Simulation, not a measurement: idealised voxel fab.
process module | voxel self aligned vias
cross-section cut | 300 nm wide | cells 5 nm
A cross-section is a grid of square cells, given in bands from the top down. A band is one or more rows of cells.
Each band's line starts with the height of the band's top and of its bottom, in nm. Then come its materials from left to right, each with its width in nm. One material with "throughout" fills the band from edge to edge. "air" is empty space.
Height 0 is the level under which the wafer as received is all one material. The lowest band goes on downwards, as in "0 down".
A width such as "30 to 40" changes by the same amount from each row of cells to the next, from the band's top row to its bottom row.
"no change" after a step means that no cell of the cross-section changed.
closed voids: empty space of 8 cells or more with no open way to the top, each as width x height at its distance from the left edge, in nm
after a step's settings: what the simulator itself notes on the step
overlay nm, on a step with a mask: how far to the right of its planned place the mask lay; to the left if negative
plan
1 op RECEIVE | material Si
2 op CONFORMAL_DEP | material SiO2 | thk nm 10
3 op CONFORMAL_DEP | material SiCN | thk nm 5
4 op DIRECTIONAL_DEP | material lowk | thk nm 25
5 op PATTERN | tone open | mask id LINES | material resist | width nm 25 | pitch nm 50 | thk nm 20 | overlay nm 0
6 op DIRECTIONAL_ETCH | etch materials lowk | depth nm 25
7 op STRIP | etch materials resist
8 op CONFORMAL_DEP | material TiN | thk nm 5
9 op FILL_DEP | material W | thk nm 5
10 op CMP | height nm 40
11 op SELECTIVE_ETCH | etch materials W Ru TiN | depth nm 5
12 op FILL_DEP | material SiN | thk nm 10
13 op CMP | height nm 40
14 op DIRECTIONAL_DEP | material lowk | thk nm 15
15 op MASKED_ETCH | tone open | mask id VIAS | width nm 35 | pitch nm 50 | etch materials lowk | depth nm 15 | overlay nm 0
16 op MASKED_ETCH | tone open | mask id VIAS | width nm 35 | pitch nm 50 | etch materials SiN | depth nm 5 | overlay nm 0
17 op CONFORMAL_DEP | material TiN | thk nm 5
18 op FILL_DEP | material Cu | thk nm 10
19 op CMP | height nm 55
20 op CONFORMAL_DEP | material SiN | thk nm 5
as received, after step 1
  0 down: Si throughout
  closed voids: none
first wafer at the end, as planned
  60 to 55: SiN throughout
  55 to 45: lowk 105 | TiN 5 | Cu 25 | TiN 5 | lowk 15 | TiN 5 | Cu 25 | TiN 5 | lowk 110
  45 to 40: lowk 105 | TiN 10 | Cu 15 | TiN 10 | lowk 15 | TiN 10 | Cu 15 | TiN 10 | lowk 110
  40 to 35: lowk 110 | TiN 25 | lowk 25 | TiN 25 | lowk 115
  35 to 20: lowk 110 | TiN 5 | W 15 | TiN 5 | lowk 25 | TiN 5 | W 15 | TiN 5 | lowk 115
  20 to 15: lowk 110 | TiN 25 | lowk 25 | TiN 25 | lowk 115
  15 to 10: SiCN throughout
  10 to 0: SiO2 throughout
  0 down: Si throughout
  closed voids: none
second wafer at the end: like start, like plan, one mistake
  60 to 55: SiN throughout
  55 to 40: lowk 105 | TiN 5 | Cu 25 | TiN 5 | lowk 15 | TiN 5 | Cu 25 | TiN 5 | lowk 110
  40 to 35: SiN 105 | TiN 35 | SiN 15 | TiN 35 | SiN 110
  35 to 15: lowk 110 | TiN 5 | W 15 | TiN 5 | lowk 25 | TiN 5 | W 15 | TiN 5 | lowk 115
  15 to 10: lowk 110 | TiN 25 | lowk 25 | TiN 25 | lowk 115
  10 to 0: SiO2 throughout
  0 down: Si throughout
  closed voids: none
what went wrong: step 3 was left out
at the end the second wafer has, in cells: 4 more of Cu | 60 fewer of SiCN | 46 more of SiN | 4 more of TiN | 6 more of W
